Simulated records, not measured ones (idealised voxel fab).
You're looking at the process module voxel capacitor over wiring.
cross-section cut | 260 nm wide | cells 5 nm
How to read a cross-section here: the picture is a grid of square cells, written as bands going from the top down, and any band can span one or more rows of cells. In this notation a band is specified by the heights of its top and bottom, in that order and in nm, after which its materials appear from left to right, each paired with its width in nm. The word "all across" attached to a single material means that material fills the band from edge to edge; the word "air" stands for empty space. Beneath 0, the wafer as received is one material, and that level is where height counting begins. The lowest band goes on downward without a bottom; it is written like "0 down". Width: "30->40" (first number = top row, second number = bottom row, same change from row to row of cells). Reading "remains unaltered" for a step: not a cell of the cross-section changed in it. In the "Enclosed void catalog" entry, you get each enclosed empty space of 8 cells or more, one with no open way to the top, written width x height at distance, distance from the left edge, in nm. Formally, on a step line, whatever follows the settings is a remark that the simulator itself makes on the step. overlay nm: step with mask; distance mask lay right of planned place; negative value = left of planned place.

Set out below are the planned steps of the process:
1 RECEIVE, material Si
2 CONFORMAL_DEP, material SiO2, thk nm 10
3 CONFORMAL_DEP, material SiN, thk nm 5
4 DIRECTIONAL_DEP, material SiO2, thk nm 20
5 MASKED_ETCH, tone open, mask id METAL_1, width nm 25, pitch nm 75, etch materials SiO2, depth nm 20, overlay nm 0
6 MASKED_ETCH, tone open, mask id METAL_1, width nm 25, pitch nm 75, etch materials SiN, depth nm 5, overlay nm 0
7 CONFORMAL_DEP, material TiN, thk nm 5
8 FILL_DEP, material Cu, thk nm 5
9 CMP, height nm 35
10 CONFORMAL_DEP, material SiCN, thk nm 5
11 DIRECTIONAL_DEP, material SiO2, thk nm 20
12 DIRECTIONAL_DEP, material aC, thk nm 10
13 PATTERN, tone open, mask id PLUG_1, material resist, width nm 15, thk nm 25, overlay nm 0
14 DIRECTIONAL_ETCH, etch materials aC, depth nm 10
15 STRIP, etch materials resist
16 DIRECTIONAL_ETCH, etch materials SiO2, depth nm 20
17 DIRECTIONAL_ETCH, etch materials SiCN, depth nm 5
18 STRIP, etch materials aC
19 EPI, material Ru, thk nm 10
20 EPI, material Ru, thk nm 10
21 EPI, material Ru, thk nm 5
22 DIRECTIONAL_DEP, material TiN, thk nm 5
23 DIRECTIONAL_DEP, material HfO2, thk nm 5
24 DIRECTIONAL_DEP, material TiN, thk nm 5
25 PATTERN, tone cover, mask id UPPER_PLATE, material resist, width nm 55, thk nm 20, overlay nm 0
26 DIRECTIONAL_ETCH, etch materials TiN, depth nm 5
27 DIRECTIONAL_ETCH, etch materials HfO2, depth nm 5
28 STRIP, etch materials resist
29 PATTERN, tone cover, mask id LOWER_PLATE, material resist, width nm 65, thk nm 20, overlay nm 0
30 DIRECTIONAL_ETCH, etch materials TiN, depth nm 5
31 STRIP, etch materials resist
32 FILL_DEP, material SiO2, thk nm 20
33 CMP, height nm 90
34 DIRECTIONAL_DEP, material aC, thk nm 15
35 PATTERN, tone open, mask id PLUG_2, material resist, width nm 15, thk nm 35, overlay nm 0
36 DIRECTIONAL_ETCH, etch materials aC, depth nm 15
37 STRIP, etch materials resist
38 DIRECTIONAL_ETCH, etch materials SiO2, depth nm 15
39 STRIP, etch materials aC
40 CONFORMAL_DEP, material TiN, thk nm 5
41 FILL_DEP, material Ru, thk nm 5
42 CMP, height nm 90
43 CONFORMAL_DEP, material SiCN, thk nm 5

Cross-section, incoming material, after step 1:
* 0 down | Si all across
* Enclosed void catalog: none

Post-module cross-section: identical start and plan to those above, one misstep in execution:
* 95 to 90 | SiCN all across
* 90 to 80 | SiO2 100; TiN 5; Ru 5; TiN 5; SiO2 145
* 80 to 75 | SiO2 100; TiN 15; SiO2 145
* 75 to 70 | SiO2 all across
* 70 to 65 | SiO2 90; TiN 55; SiO2 115
* 65 to 60 | SiO2 90; HfO2 55; SiO2 115
* 60 to 40 | SiO2 90; Ru 15; SiO2 155
* 40 to 35 | SiCN 90; Ru 15; SiCN 155
* 35 to 15 | SiO2 80; TiN 5; Cu 15; TiN 5; SiO2 50; TiN 5; Cu 15; TiN 5; SiO2 80
* 15 to 10 | SiN 80; TiN 25; SiN 50; TiN 25; SiN 80
* 10 to 0 | SiO2 all across
* 0 down | Si all across
* Enclosed void catalog: none
Finding, execution versus plan: step 22 of the plan did not run at all; it was left out
